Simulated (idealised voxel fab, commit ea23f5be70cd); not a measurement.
A process module follows: voxel self aligned vias.
Shown is cross-section cut, with a width of 205 nm and square cells of size 5 nm.
Think of the cross-section as a grid of square cells. We describe it in bands, top to bottom, and each band covers one or more rows of those cells. It is stipulated that each band's entry specify, in nanometres, the height of the top of the band and then that of its bottom, followed by the materials of the band in left-to-right sequence, each together with its width in nanometres. A single material marked by the word "all across" is understood to fill the band from edge to edge; the word "air" is understood to denote empty space. Height datum 0, below which the as-received substrate wafer is one material. Lowest band open at the bottom, running downward: "0 and below". Per-row width for "30..40": begins at first number (top row of band), ends at second number (bottom row), increment between rows held constant. "no change" (step): cross-section cells unchanged, all of them. You'll see "Fully sealed cavities" listing empty spaces that have no way open to the top, as long as they're 8 cells or more; the notation is width x height at distance, where the distance is from the left edge, and all of it is in nm. On each step's line, the part that comes after the settings is the simulator's own comment on the step. The "overlay nm" setting may appear on a step's line; for a step that uses a mask, it gives how far to the right of its planned position the mask lay, and a negative value indicates the left.

-- These are the steps we planned for the process
1. RECEIVE | material Si
2. CONFORMAL_DEP | material SiO2 | thk nm 10
3. CONFORMAL_DEP | material SiCN | thk nm 5
4. DIRECTIONAL_DEP | material lowk | thk nm 30
5. DIRECTIONAL_DEP | material aC | thk nm 10
6. PATTERN | tone open | mask id LINES | material resist | width nm 25 | pitch nm 60 | thk nm 25 | overlay nm 0
7. DIRECTIONAL_ETCH | etch materials aC | depth nm 10
8. STRIP | etch materials resist
9. DIRECTIONAL_ETCH | etch materials lowk | depth nm 30
10. STRIP | etch materials aC
11. CONFORMAL_DEP | material TiN | thk nm 5
12. FILL_DEP | material W | thk nm 5
13. CMP | height nm 45
14. SELECTIVE_ETCH | etch materials W Ru TiN | depth nm 10
15. FILL_DEP | material SiN | thk nm 10
16. CMP | height nm 45
17. DIRECTIONAL_DEP | material lowk | thk nm 15
18. PATTERN | tone open | mask id VIAS | material resist | width nm 45 | pitch nm 60 | thk nm 15 | overlay nm 0
19. DIRECTIONAL_ETCH | etch materials lowk | depth nm 15
20. DIRECTIONAL_ETCH | etch materials SiN | depth nm 10
21. STRIP | etch materials resist
22. CONFORMAL_DEP | material TiN | thk nm 5
23. FILL_DEP | material Ru | thk nm 10
24. CMP | height nm 60
25. CONFORMAL_DEP | material SiN | thk nm 5

-- Cross-sectional view of the wafer in its as-received condition, corresponding to the state after step 1
* 0 and below = Si all across
* Fully sealed cavities: none

-- Wafer at module end, in section. Began as above, planned as above, run with one mistake
* 65 down to 60 = SiN all across
* 60 down to 50 = lowk 50 nm / TiN 5 nm / Ru 35 nm / TiN 5 nm / lowk 15 nm / TiN 5 nm / Ru 35 nm / TiN 5 nm / lowk 50 nm
* 50 down to 45 = lowk 50 nm / TiN 45 nm / lowk 15 nm / TiN 45 nm / lowk 50 nm
* 45 down to 35 = SiN 50 nm / TiN 10 nm / lowk 25 nm / TiN 10 nm / SiN 15 nm / TiN 10 nm / lowk 25 nm / TiN 10 nm / SiN 50 nm
* 35 down to 20 = W 55 nm / TiN 5 nm / lowk 25 nm / TiN 5 nm / W 25 nm / TiN 5 nm / lowk 25 nm / TiN 5 nm / W 55 nm
* 20 down to 15 = TiN 60 nm / lowk 25 nm / TiN 35 nm / lowk 25 nm / TiN 60 nm
* 15 down to 10 = SiCN all across
* 10 down to 0 = SiO2 all across
* 0 and below = Si all across
* Fully sealed cavities: none
What was done differently from what was planned? step 6 did not use the planned setting and instead ran as PATTERN | tone cover | mask id LINES | material resist | width nm 25 | pitch nm 60 | thk nm 25 | overlay nm 0
